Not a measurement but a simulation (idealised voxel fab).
A process module follows: voxel local oxidation.
Section cut is 220 nm wide and gridded with 5 nm square cells.
A cross-section in this document is a grid of square cells, and it is written down as bands, the top band listed before the ones below it; a band is made up of one or more rows of cells.
Look at the band entry: it leads with the top's height and the bottom's height in nm. Then it lists the materials left to right, with a width in nm for each. The word "throughout" on a single material says that material fills the band edge to edge. The word "empty" is empty space.
Measure heights from 0. That's the level where, below it, the as-received wafer is all one material. The lowest band is bottomless and extends downward; write it as in "top 0, no bottom".
The two numbers in a width such as "30..40" mark its ends across the band: the first belongs to the top row of cells, the second to the bottom row, and from each row to the next the width moves by the same amount.
Reading "everything unchanged" for a step: not a cell of the cross-section changed in it.
This entry, "Cavities, sealed", enumerates those empty regions of no fewer than 8 cells that possess no open connection to the top. Each region is reported in the form width x height at distance, the distance being taken from the left edge, with all three quantities expressed in nm.
Whatever follows a step's settings on its line is a remark the simulator itself makes about that step.
Regarding "overlay nm": on a step with a mask, it is the distance the mask lay to the right of its planned place; a negative value places it to the left.
### The planned process steps are enumerated hereunder
1. RECEIVE,material Si
2. OXIDIZE,depth nm 5
3. CONFORMAL_DEP,material SiN,thk nm 15
4. PATTERN,tone cover,mask id ACTIVE,material resist,width nm 100,thk nm 15,overlay nm 0
5. DIRECTIONAL_ETCH,etch materials SiN,depth nm 15
6. STRIP,etch materials resist
7. SELECTIVE_ETCH,etch materials SiO2,depth nm 5
8. OXIDIZE,depth nm 10
9. STRIP,etch materials SiN
Heads up: all these wafers start the same, and what changes between them is the width nm in step 4. The value you see in the plan is just what the first wafer got.
### As-received cross-section, first of several wafers, post step 1
> top 0, no bottom = Si throughout
> Cavities, sealed: none
### End of module, by wafer: material-by-material cell gain (+) or loss (-) since receipt, then closed voids
width nm 100, -104 Si, +78 SiO2, Cavities, sealed: none
width nm 105, -102 Si, +77 SiO2, Cavities, sealed: none
width nm 110, -100 Si, +76 SiO2, Cavities, sealed: none
width nm 115, -98 Si, +75 SiO2, Cavities, sealed: none
width nm 120, -96 Si, +74 SiO2, Cavities, sealed: none
width nm 125, -94 Si, +73 SiO2, Cavities, sealed: none
